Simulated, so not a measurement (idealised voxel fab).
process module | voxel quadruple lines
175 nm wide, 5 nm square cells: that's cross-section cut.
Bands, listed from the top down, are how a cross-section gets written in this document; the cross-section itself is a grid of square cells, and a band is one or more rows of them.
Look at the band entry: it leads with the top's height and the bottom's height in nm. Then it lists the materials left to right, with a width in nm for each. The word "throughout" on a single material says that material fills the band edge to edge. The word "blank" is empty space.
Zero point of the height axis is 0; under it, received wafer = one material. Lowest band: continues down indefinitely, "z 0 and below".
The expression "30..40" gives the width at the extremes of the band, the first number at its top row of cells and the second at its bottom row, with the width changing by equal amounts from each row to the next in between.
"remains unaltered" for a step: no cell of the cross-section changed in that step.
Listed in "Enclosed empty spaces": every empty space of 8 or more cells without an open way to the top. Form: width x height at distance, the distance being from the left edge, all in nm.
On each step's line, the part that comes after the settings is the simulator's own comment on the step.
overlay nm: on a step with a mask, how far right of its planned place the mask lay; negative means left.

Set out below are the planned steps of the process
step 1: RECEIVE with material Si
step 2: CONFORMAL_DEP with material SiO2, thk nm 10
step 3: DIRECTIONAL_DEP with material TiN, thk nm 15
step 4: DIRECTIONAL_DEP with material polySi, thk nm 20
step 5: DIRECTIONAL_DEP with material aC, thk nm 25
step 6: PATTERN with tone cover, mask id MANDREL, material resist, width nm 25, pitch nm 80, thk nm 30, overlay nm -15
step 7: DIRECTIONAL_ETCH with etch materials aC, depth nm 25
step 8: STRIP with etch materials resist
step 9: CONFORMAL_DEP with material SiO2, thk nm 15
step 10: DIRECTIONAL_ETCH with etch materials SiO2, depth nm 15
step 11: STRIP with etch materials aC
step 12: DIRECTIONAL_ETCH with etch materials polySi, depth nm 20
step 13: STRIP with etch materials SiO2
step 14: CONFORMAL_DEP with material SiN, thk nm 5
step 15: DIRECTIONAL_ETCH with etch materials SiN, depth nm 5
step 16: STRIP with etch materials polySi
step 17: DIRECTIONAL_ETCH with etch materials TiN, depth nm 15
step 18: STRIP with etch materials SiN
step 19: FILL_DEP with material lowk, thk nm 10
step 20: CMP with height nm 25
Don't read the plan's overlay nm for step 6 as applying to every wafer: that's the first wafer's value, and the wafers differ in it, though they all start identical.

After step 1, as received: first of several wafers, cross-section
* z 0 and below: Si throughout
* Enclosed empty spaces: none

Cross-section of the first of several wafers once the module has run through its last step, step 20
* z 25 to 10: 5 of TiN; 15 of lowk; 5 of TiN; 15 of lowk; 5 of TiN; 15 of lowk; 5 of TiN; 15 of lowk; 5 of TiN; 15 of lowk; 5 of TiN; 15 of lowk; 5 of TiN; 15 of lowk; 5 of TiN; 30 of lowk
* z 10 to 0: SiO2 throughout
* z 0 and below: Si throughout
* Enclosed empty spaces: none

Last-wafer cross-section at the end of the module
* z 25 to 10: 30 of lowk; 5 of TiN; 15 of lowk; 5 of TiN; 15 of lowk; 5 of TiN; 15 of lowk; 5 of TiN; 15 of lowk; 5 of TiN; 15 of lowk; 5 of TiN; 15 of lowk; 5 of TiN; 15 of lowk; 5 of TiN
* z 10 to 0: SiO2 throughout
* z 0 and below: Si throughout
* Enclosed empty spaces: none

Here is how to read the rows: every wafer has a row, and it shows the wafer at the end of the module, giving for each material how many cells were gained (+) or lost (-) since the wafer was received, then listing its closed voids
overlay nm -15, +70 SiO2, +24 TiN, +81 lowk, Enclosed empty spaces: none
overlay nm -10, +70 SiO2, +24 TiN, +81 lowk, Enclosed empty spaces: none
overlay nm -5, +70 SiO2, +24 TiN, +81 lowk, Enclosed empty spaces: none
overlay nm 0, +70 SiO2, +24 TiN, +81 lowk, Enclosed empty spaces: none
overlay nm 5, +70 SiO2, +24 TiN, +81 lowk, Enclosed empty spaces: none
overlay nm 10, +70 SiO2, +24 TiN, +81 lowk, Enclosed empty spaces: none
overlay nm 15, +70 SiO2, +24 TiN, +81 lowk, Enclosed empty spaces: none
